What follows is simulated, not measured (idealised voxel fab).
Process module name: voxel capacitor over wiring
This is section cut - it's 235 nm across, gridded in 5 nm square cells.
Cross-section layout: square cells on a grid; listed as bands, top to bottom; a band spans one or more cell rows. In this notation a band is specified by the heights of its top and bottom, in that order and in nm, after which its materials appear from left to right, each paired with its width in nm. The word "all across" attached to a single material means that material fills the band from edge to edge; the word "empty" stands for empty space. Heights are measured from 0, the level below which the as-received wafer is all one material; the lowest band has no bottom and continues downward, written as in "0 nm and below". So if you see something like "30 to 40" for the width, read it as the top row of the band sitting at the first number and the bottom row at the second, with every row in between moving by the same amount as the last. Basically "nothing altered" means that step didn't change any cell in the cross-section. Listed in "Closed internal voids": every empty space of 8 or more cells without an open way to the top. Form: width x height at distance, the distance being from the left edge, all in nm. Step line, after settings: the simulator's comment on this step. The optional step-line setting "overlay nm" applies to steps with a mask and quantifies how far to the right of its planned location the mask lay, a negative value indicating leftward placement.

PROCESS STEPS (PLANNED)
1. RECEIVE,material Si
2. CONFORMAL_DEP,material SiO2,thk nm 10
3. DIRECTIONAL_DEP,material TiN,thk nm 5
4. DIRECTIONAL_DEP,material Ru,thk nm 25
5. DIRECTIONAL_DEP,material aC,thk nm 10
6. PATTERN,tone cover,mask id METAL_1,material resist,width nm 30,pitch nm 90,thk nm 25,overlay nm 0
7. DIRECTIONAL_ETCH,etch materials aC,depth nm 10
8. STRIP,etch materials resist
9. DIRECTIONAL_ETCH,etch materials Ru,depth nm 25
10. DIRECTIONAL_ETCH,etch materials TiN,depth nm 5
11. STRIP,etch materials aC
12. CONFORMAL_DEP,material SiN,thk nm 5
13. FILL_DEP,material SiO2,thk nm 5
14. CMP,height nm 40
15. CONFORMAL_DEP,material SiCN,thk nm 5
16. DIRECTIONAL_DEP,material lowk,thk nm 10
17. DIRECTIONAL_DEP,material aC,thk nm 10
18. PATTERN,tone open,mask id PLUG_1,material resist,width nm 15,thk nm 25,overlay nm 0
19. DIRECTIONAL_ETCH,etch materials aC,depth nm 10
20. STRIP,etch materials resist
21. DIRECTIONAL_ETCH,etch materials lowk,depth nm 10
22. DIRECTIONAL_ETCH,etch materials SiCN,depth nm 5
23. STRIP,etch materials aC
24. EPI,material Ru,thk nm 10
25. EPI,material Ru,thk nm 5
26. DIRECTIONAL_DEP,material TiN,thk nm 10
27. DIRECTIONAL_DEP,material Al2O3,thk nm 5
28. DIRECTIONAL_DEP,material TiN,thk nm 10
29. PATTERN,tone cover,mask id UPPER_PLATE,material resist,width nm 65,thk nm 20,overlay nm 0
30. DIRECTIONAL_ETCH,etch materials TiN,depth nm 10
31. DIRECTIONAL_ETCH,etch materials Al2O3,depth nm 5
32. STRIP,etch materials resist
33. DIRECTIONAL_DEP,material aC,thk nm 15
34. PATTERN,tone cover,mask id LOWER_PLATE,material resist,width nm 75,thk nm 35,overlay nm 0
35. DIRECTIONAL_ETCH,etch materials aC,depth nm 15
36. STRIP,etch materials resist
37. DIRECTIONAL_ETCH,etch materials TiN,depth nm 10
38. STRIP,etch materials aC
39. FILL_DEP,material SiO2,thk nm 15
40. CMP,height nm 90
41. MASKED_ETCH,tone open,mask id PLUG_2,width nm 15,etch materials SiO2,depth nm 10,overlay nm 0
42. CONFORMAL_DEP,material TiN,thk nm 5
43. FILL_DEP,material W,thk nm 5
44. CMP,height nm 90
45. CONFORMAL_DEP,material SiCN,thk nm 5

THE FOLLOWING PERTAINS TO THE FIRST OF TWO WAFERS, WHICH WAS PROCESSED AS PLANNED

HERE'S WHAT THE WAFER LOOKED LIKE IN CROSS-SECTION WHEN IT ARRIVED - THAT'S AFTER STEP 1
  0 nm and below: Si all across
  Closed internal voids: none

THE FOLLOWING CROSS-SECTION DEPICTS THE WAFER UPON COMPLETION OF STEP 2
  10 nm to 0 nm: SiO2 all across
  below 0: unchanged

THE FOLLOWING CROSS-SECTION DEPICTS THE WAFER UPON COMPLETION OF STEP 3
  15 nm to 10 nm: TiN all across
  below 10: unchanged

THE FOLLOWING CROSS-SECTION DEPICTS THE WAFER UPON COMPLETION OF STEP 4
  40 nm to 15 nm: Ru all across
  below 15: unchanged

THE FOLLOWING CROSS-SECTION DEPICTS THE WAFER UPON COMPLETION OF STEP 5
  50 nm to 40 nm: aC all across
  below 40: unchanged

THE FOLLOWING CROSS-SECTION DEPICTS THE WAFER UPON COMPLETION OF STEP 6
  75 nm to 50 nm: empty 55 nm  resist 30 nm  empty 60 nm  resist 30 nm  empty 60 nm
  below 50: unchanged

THE FOLLOWING CROSS-SECTION DEPICTS THE WAFER UPON COMPLETION OF STEP 7
  65 nm to 50 nm: empty 55 nm  resist 30 nm  empty 60 nm  resist 30 nm  empty 60 nm
  50 nm to 40 nm: empty 55 nm  aC 30 nm  empty 60 nm  aC 30 nm  empty 60 nm
  below 40: unchanged

THE FOLLOWING CROSS-SECTION DEPICTS THE WAFER UPON COMPLETION OF STEP 8
  50 nm to 40 nm: empty 55 nm  aC 30 nm  empty 60 nm  aC 30 nm  empty 60 nm
  below 40: unchanged

THE FOLLOWING CROSS-SECTION DEPICTS THE WAFER UPON COMPLETION OF STEP 9
  50 nm to 40 nm: empty 55 nm  aC 30 nm  empty 60 nm  aC 30 nm  empty 60 nm
  40 nm to 15 nm: empty 55 nm  Ru 30 nm  empty 60 nm  Ru 30 nm  empty 60 nm
  below 15: unchanged

THE FOLLOWING CROSS-SECTION DEPICTS THE WAFER UPON COMPLETION OF STEP 10
  50 nm to 40 nm: empty 55 nm  aC 30 nm  empty 60 nm  aC 30 nm  empty 60 nm
  40 nm to 15 nm: empty 55 nm  Ru 30 nm  empty 60 nm  Ru 30 nm  empty 60 nm
  15 nm to 10 nm: empty 55 nm  TiN 30 nm  empty 60 nm  TiN 30 nm  empty 60 nm
  below 10: unchanged

THE FOLLOWING CROSS-SECTION DEPICTS THE WAFER UPON COMPLETION OF STEP 11
  40 nm to 15 nm: empty 55 nm  Ru 30 nm  empty 60 nm  Ru 30 nm  empty 60 nm
  below 15: unchanged

THE FOLLOWING CROSS-SECTION DEPICTS THE WAFER UPON COMPLETION OF STEP 12
  45 nm to 40 nm: empty 50 nm  SiN 40 nm  empty 50 nm  SiN 40 nm  empty 55 nm
  40 nm to 15 nm: empty 50 nm  SiN 5 nm  Ru 30 nm  SiN 5 nm  empty 50 nm  SiN 5 nm  Ru 30 nm  SiN 5 nm  empty 55 nm
  15 nm to 10 nm: SiN 55 nm  TiN 30 nm  SiN 60 nm  TiN 30 nm  SiN 60 nm
  below 10: unchanged

THE FOLLOWING CROSS-SECTION DEPICTS THE WAFER UPON COMPLETION OF STEP 13
  50 nm to 45 nm: SiO2 all across
  45 nm to 40 nm: SiO2 50 nm  SiN 40 nm  SiO2 50 nm  SiN 40 nm  SiO2 55 nm
  40 nm to 15 nm: SiO2 50 nm  SiN 5 nm  Ru 30 nm  SiN 5 nm  SiO2 50 nm  SiN 5 nm  Ru 30 nm  SiN 5 nm  SiO2 55 nm
  below 15: unchanged

THE FOLLOWING CROSS-SECTION DEPICTS THE WAFER UPON COMPLETION OF STEP 14
  40 nm to 15 nm: SiO2 50 nm  SiN 5 nm  Ru 30 nm  SiN 5 nm  SiO2 50 nm  SiN 5 nm  Ru 30 nm  SiN 5 nm  SiO2 55 nm
  below 15: unchanged

THE FOLLOWING CROSS-SECTION DEPICTS THE WAFER UPON COMPLETION OF STEP 15
  45 nm to 40 nm: SiCN all across
  below 40: unchanged

THE FOLLOWING CROSS-SECTION DEPICTS THE WAFER UPON COMPLETION OF STEP 16
  55 nm to 45 nm: lowk all across
  below 45: unchanged

THE FOLLOWING CROSS-SECTION DEPICTS THE WAFER UPON COMPLETION OF STEP 17
  65 nm to 55 nm: aC all across
  below 55: unchanged

THE FOLLOWING CROSS-SECTION DEPICTS THE WAFER UPON COMPLETION OF STEP 18
  90 nm to 65 nm: resist 70 nm  empty 15 nm  resist 150 nm
  below 65: unchanged

THE FOLLOWING CROSS-SECTION DEPICTS THE WAFER UPON COMPLETION OF STEP 19
  80 nm to 65 nm: resist 70 nm  empty 15 nm  resist 150 nm
  65 nm to 55 nm: aC 70 nm  empty 15 nm  aC 150 nm
  below 55: unchanged

THE FOLLOWING CROSS-SECTION DEPICTS THE WAFER UPON COMPLETION OF STEP 20
  65 nm to 55 nm: aC 70 nm  empty 15 nm  aC 150 nm
  below 55: unchanged

THE FOLLOWING CROSS-SECTION DEPICTS THE WAFER UPON COMPLETION OF STEP 21
  65 nm to 55 nm: aC 70 nm  empty 15 nm  aC 150 nm
  55 nm to 45 nm: lowk 70 nm  empty 15 nm  lowk 150 nm
  below 45: unchanged

THE FOLLOWING CROSS-SECTION DEPICTS THE WAFER UPON COMPLETION OF STEP 22
  65 nm to 55 nm: aC 70 nm  empty 15 nm  aC 150 nm
  55 nm to 45 nm: lowk 70 nm  empty 15 nm  lowk 150 nm
  45 nm to 40 nm: SiCN 70 nm  empty 15 nm  SiCN 150 nm
  below 40: unchanged

THE FOLLOWING CROSS-SECTION DEPICTS THE WAFER UPON COMPLETION OF STEP 23
  55 nm to 45 nm: lowk 70 nm  empty 15 nm  lowk 150 nm
  below 45: unchanged

THE FOLLOWING CROSS-SECTION DEPICTS THE WAFER UPON COMPLETION OF STEP 24
  55 nm to 50 nm: lowk 70 nm  empty 15 nm  lowk 150 nm
  50 nm to 45 nm: lowk 70 nm  Ru 15 nm  lowk 150 nm
  45 nm to 40 nm: SiCN 70 nm  Ru 15 nm  SiCN 150 nm
  below 40: unchanged

THE FOLLOWING CROSS-SECTION DEPICTS THE WAFER UPON COMPLETION OF STEP 25
  55 nm to 45 nm: lowk 70 nm  Ru 15 nm  lowk 150 nm
  below 45: unchanged

THE FOLLOWING CROSS-SECTION DEPICTS THE WAFER UPON COMPLETION OF STEP 26
  65 nm to 55 nm: TiN all across
  below 55: unchanged

THE FOLLOWING CROSS-SECTION DEPICTS THE WAFER UPON COMPLETION OF STEP 27
  70 nm to 65 nm: Al2O3 all across
  below 65: unchanged

THE FOLLOWING CROSS-SECTION DEPICTS THE WAFER UPON COMPLETION OF STEP 28
  80 nm to 70 nm: TiN all across
  below 70: unchanged

THE FOLLOWING CROSS-SECTION DEPICTS THE WAFER UPON COMPLETION OF STEP 29
  100 nm to 80 nm: empty 70 nm  resist 65 nm  empty 100 nm
  below 80: unchanged

THE FOLLOWING CROSS-SECTION DEPICTS THE WAFER UPON COMPLETION OF STEP 30
  100 nm to 80 nm: empty 70 nm  resist 65 nm  empty 100 nm
  80 nm to 70 nm: empty 70 nm  TiN 65 nm  empty 100 nm
  below 70: unchanged

THE FOLLOWING CROSS-SECTION DEPICTS THE WAFER UPON COMPLETION OF STEP 31
  100 nm to 80 nm: empty 70 nm  resist 65 nm  empty 100 nm
  80 nm to 70 nm: empty 70 nm  TiN 65 nm  empty 100 nm
  70 nm to 65 nm: empty 70 nm  Al2O3 65 nm  empty 100 nm
  below 65: unchanged

THE FOLLOWING CROSS-SECTION DEPICTS THE WAFER UPON COMPLETION OF STEP 32
  80 nm to 70 nm: empty 70 nm  TiN 65 nm  empty 100 nm
  below 70: unchanged

THE FOLLOWING CROSS-SECTION DEPICTS THE WAFER UPON COMPLETION OF STEP 33
  95 nm to 80 nm: empty 70 nm  aC 65 nm  empty 100 nm
  80 nm to 70 nm: aC 70 nm  TiN 65 nm  aC 100 nm
  70 nm to 65 nm: aC 70 nm  Al2O3 65 nm  aC 100 nm
  below 65: unchanged

THE FOLLOWING CROSS-SECTION DEPICTS THE WAFER UPON COMPLETION OF STEP 34
  130 nm to 95 nm: empty 65 nm  resist 75 nm  empty 95 nm
  95 nm to 80 nm: empty 65 nm  resist 5 nm  aC 65 nm  resist 5 nm  empty 95 nm
  below 80: unchanged

THE FOLLOWING CROSS-SECTION DEPICTS THE WAFER UPON COMPLETION OF STEP 35
  115 nm to 95 nm: empty 65 nm  resist 75 nm  empty 95 nm
  95 nm to 80 nm: empty 65 nm  resist 5 nm  aC 65 nm  resist 5 nm  empty 95 nm
  80 nm to 70 nm: empty 65 nm  aC 5 nm  TiN 65 nm  aC 5 nm  empty 95 nm
  70 nm to 65 nm: empty 65 nm  aC 5 nm  Al2O3 65 nm  aC 5 nm  empty 95 nm
  below 65: unchanged

THE FOLLOWING CROSS-SECTION DEPICTS THE WAFER UPON COMPLETION OF STEP 36
  95 nm to 80 nm: empty 70 nm  aC 65 nm  empty 100 nm
  below 80: unchanged

THE FOLLOWING CROSS-SECTION DEPICTS THE WAFER UPON COMPLETION OF STEP 37
  95 nm to 80 nm: empty 70 nm  aC 65 nm  empty 100 nm
  80 nm to 70 nm: empty 65 nm  aC 5 nm  TiN 65 nm  aC 5 nm  empty 95 nm
  70 nm to 65 nm: empty 65 nm  aC 5 nm  Al2O3 65 nm  aC 5 nm  empty 95 nm
  65 nm to 55 nm: empty 65 nm  TiN 75 nm  empty 95 nm
  below 55: unchanged

THE FOLLOWING CROSS-SECTION DEPICTS THE WAFER UPON COMPLETION OF STEP 38
  80 nm to 70 nm: empty 70 nm  TiN 65 nm  empty 100 nm
  70 nm to 65 nm: empty 70 nm  Al2O3 65 nm  empty 100 nm
  below 65: unchanged

THE FOLLOWING CROSS-SECTION DEPICTS THE WAFER UPON COMPLETION OF STEP 39
  95 nm to 80 nm: SiO2 all across
  80 nm to 70 nm: SiO2 70 nm  TiN 65 nm  SiO2 100 nm
  70 nm to 65 nm: SiO2 70 nm  Al2O3 65 nm  SiO2 100 nm
  65 nm to 55 nm: SiO2 65 nm  TiN 75 nm  SiO2 95 nm
  below 55: unchanged

THE FOLLOWING CROSS-SECTION DEPICTS THE WAFER UPON COMPLETION OF STEP 40
  90 nm to 80 nm: SiO2 all across
  below 80: unchanged

THE FOLLOWING CROSS-SECTION DEPICTS THE WAFER UPON COMPLETION OF STEP 41
  90 nm to 80 nm: SiO2 80 nm  empty 15 nm  SiO2 140 nm
  below 80: unchanged

THE FOLLOWING CROSS-SECTION DEPICTS THE WAFER UPON COMPLETION OF STEP 42
  95 nm to 90 nm: TiN 85 nm  empty 5 nm  TiN 145 nm
  90 nm to 85 nm: SiO2 80 nm  TiN 5 nm  empty 5 nm  TiN 5 nm  SiO2 140 nm
  85 nm to 80 nm: SiO2 80 nm  TiN 15 nm  SiO2 140 nm
  below 80: unchanged

THE FOLLOWING CROSS-SECTION DEPICTS THE WAFER UPON COMPLETION OF STEP 43
  100 nm to 95 nm: W all across
  95 nm to 90 nm: TiN 85 nm  W 5 nm  TiN 145 nm
  90 nm to 85 nm: SiO2 80 nm  TiN 5 nm  W 5 nm  TiN 5 nm  SiO2 140 nm
  below 85: unchanged

THE FOLLOWING CROSS-SECTION DEPICTS THE WAFER UPON COMPLETION OF STEP 44
  90 nm to 85 nm: SiO2 80 nm  TiN 5 nm  W 5 nm  TiN 5 nm  SiO2 140 nm
  below 85: unchanged

THE FOLLOWING CROSS-SECTION DEPICTS THE WAFER UPON COMPLETION OF STEP 45
  95 nm to 90 nm: SiCN all across
  below 90: unchanged

WHAT FOLLOWS CONCERNS THE SECOND WAFER, WHICH STARTED OUT LIKE THE FIRST AND WAS MEANT TO FOLLOW THE VERY SAME PLAN; ONE MISTAKE CREPT IN WHEN IT WAS RUN, BUT EVERYTHING UP TO AND INCLUDING STEP 27 IS THE SAME AS FOR THE FIRST WAFER

CROSS-SECTION OF THE SECOND WAFER AT THE TIME BY WHICH STEP 28 SHOULD HAVE BEEN COMPLETED ACCORDING TO THE PLAN
  75 nm to 70 nm: TiN all across
  below 70: unchanged

CROSS-SECTION OF THE SECOND WAFER AT THE TIME BY WHICH STEP 29 SHOULD HAVE BEEN COMPLETED ACCORDING TO THE PLAN
  95 nm to 75 nm: empty 70 nm  resist 65 nm  empty 100 nm
  below 75: unchanged

CROSS-SECTION OF THE SECOND WAFER AT THE TIME BY WHICH STEP 30 SHOULD HAVE BEEN COMPLETED ACCORDING TO THE PLAN
  95 nm to 75 nm: empty 70 nm  resist 65 nm  empty 100 nm
  75 nm to 70 nm: empty 70 nm  TiN 65 nm  empty 100 nm
  below 70: unchanged

CROSS-SECTION OF THE SECOND WAFER AT THE TIME BY WHICH STEP 31 SHOULD HAVE BEEN COMPLETED ACCORDING TO THE PLAN
  95 nm to 75 nm: empty 70 nm  resist 65 nm  empty 100 nm
  75 nm to 70 nm: empty 70 nm  TiN 65 nm  empty 100 nm
  70 nm to 65 nm: empty 70 nm  Al2O3 65 nm  empty 100 nm
  below 65: unchanged

CROSS-SECTION OF THE SECOND WAFER AT THE TIME BY WHICH STEP 32 SHOULD HAVE BEEN COMPLETED ACCORDING TO THE PLAN
  75 nm to 70 nm: empty 70 nm  TiN 65 nm  empty 100 nm
  below 70: unchanged

CROSS-SECTION OF THE SECOND WAFER AT THE TIME BY WHICH STEP 33 SHOULD HAVE BEEN COMPLETED ACCORDING TO THE PLAN
  90 nm to 80 nm: empty 70 nm  aC 65 nm  empty 100 nm
  80 nm to 75 nm: aC all across
  75 nm to 70 nm: aC 70 nm  TiN 65 nm  aC 100 nm
  70 nm to 65 nm: aC 70 nm  Al2O3 65 nm  aC 100 nm
  below 65: unchanged

CROSS-SECTION OF THE SECOND WAFER AT THE TIME BY WHICH STEP 34 SHOULD HAVE BEEN COMPLETED ACCORDING TO THE PLAN
  125 nm to 90 nm: empty 65 nm  resist 75 nm  empty 95 nm
  90 nm to 80 nm: empty 65 nm  resist 5 nm  aC 65 nm  resist 5 nm  empty 95 nm
  below 80: unchanged

CROSS-SECTION OF THE SECOND WAFER AT THE TIME BY WHICH STEP 35 SHOULD HAVE BEEN COMPLETED ACCORDING TO THE PLAN
  110 nm to 90 nm: empty 65 nm  resist 75 nm  empty 95 nm
  90 nm to 80 nm: empty 65 nm  resist 5 nm  aC 65 nm  resist 5 nm  empty 95 nm
  80 nm to 75 nm: empty 65 nm  aC 75 nm  empty 95 nm
  75 nm to 70 nm: empty 65 nm  aC 5 nm  TiN 65 nm  aC 5 nm  empty 95 nm
  70 nm to 65 nm: empty 65 nm  aC 5 nm  Al2O3 65 nm  aC 5 nm  empty 95 nm
  below 65: unchanged

CROSS-SECTION OF THE SECOND WAFER AT THE TIME BY WHICH STEP 36 SHOULD HAVE BEEN COMPLETED ACCORDING TO THE PLAN
  90 nm to 80 nm: empty 70 nm  aC 65 nm  empty 100 nm
  below 80: unchanged

CROSS-SECTION OF THE SECOND WAFER AT THE TIME BY WHICH STEP 37 SHOULD HAVE BEEN COMPLETED ACCORDING TO THE PLAN
  90 nm to 80 nm: empty 70 nm  aC 65 nm  empty 100 nm
  80 nm to 75 nm: empty 65 nm  aC 75 nm  empty 95 nm
  75 nm to 70 nm: empty 65 nm  aC 5 nm  TiN 65 nm  aC 5 nm  empty 95 nm
  70 nm to 65 nm: empty 65 nm  aC 5 nm  Al2O3 65 nm  aC 5 nm  empty 95 nm
  65 nm to 55 nm: empty 65 nm  TiN 75 nm  empty 95 nm
  below 55: unchanged

CROSS-SECTION OF THE SECOND WAFER AT THE TIME BY WHICH STEP 38 SHOULD HAVE BEEN COMPLETED ACCORDING TO THE PLAN
  75 nm to 70 nm: empty 70 nm  TiN 65 nm  empty 100 nm
  70 nm to 65 nm: empty 70 nm  Al2O3 65 nm  empty 100 nm
  below 65: unchanged

CROSS-SECTION OF THE SECOND WAFER AT THE TIME BY WHICH STEP 39 SHOULD HAVE BEEN COMPLETED ACCORDING TO THE PLAN
  90 nm to 75 nm: SiO2 all across
  75 nm to 70 nm: SiO2 70 nm  TiN 65 nm  SiO2 100 nm
  70 nm to 65 nm: SiO2 70 nm  Al2O3 65 nm  SiO2 100 nm
  65 nm to 55 nm: SiO2 65 nm  TiN 75 nm  SiO2 95 nm
  below 55: unchanged

Cross-section of the second wafer at the time by which step 40 should have been completed according to the plan: nothing altered

CROSS-SECTION OF THE SECOND WAFER AT THE TIME BY WHICH STEP 41 SHOULD HAVE BEEN COMPLETED ACCORDING TO THE PLAN
  90 nm to 80 nm: SiO2 80 nm  empty 15 nm  SiO2 140 nm
  below 80: unchanged

CROSS-SECTION OF THE SECOND WAFER AT THE TIME BY WHICH STEP 42 SHOULD HAVE BEEN COMPLETED ACCORDING TO THE PLAN
  95 nm to 90 nm: TiN 85 nm  empty 5 nm  TiN 145 nm
  90 nm to 85 nm: SiO2 80 nm  TiN 5 nm  empty 5 nm  TiN 5 nm  SiO2 140 nm
  85 nm to 80 nm: SiO2 80 nm  TiN 15 nm  SiO2 140 nm
  below 80: unchanged

CROSS-SECTION OF THE SECOND WAFER AT THE TIME BY WHICH STEP 43 SHOULD HAVE BEEN COMPLETED ACCORDING TO THE PLAN
  100 nm to 95 nm: W all across
  95 nm to 90 nm: TiN 85 nm  W 5 nm  TiN 145 nm
  90 nm to 85 nm: SiO2 80 nm  TiN 5 nm  W 5 nm  TiN 5 nm  SiO2 140 nm
  below 85: unchanged

CROSS-SECTION OF THE SECOND WAFER AT THE TIME BY WHICH STEP 44 SHOULD HAVE BEEN COMPLETED ACCORDING TO THE PLAN
  90 nm to 85 nm: SiO2 80 nm  TiN 5 nm  W 5 nm  TiN 5 nm  SiO2 140 nm
  below 85: unchanged

CROSS-SECTION OF THE SECOND WAFER AT THE TIME BY WHICH STEP 45 SHOULD HAVE BEEN COMPLETED ACCORDING TO THE PLAN
  95 nm to 90 nm: SiCN all across
  below 90: unchanged
Diagnosis: step 28 ran as: DIRECTIONAL_DEP,material TiN,thk nm 5
The second wafer ends with more or fewer cells of some materials than the first, per final count: SiO2: 13 more; TiN: 13 fewer
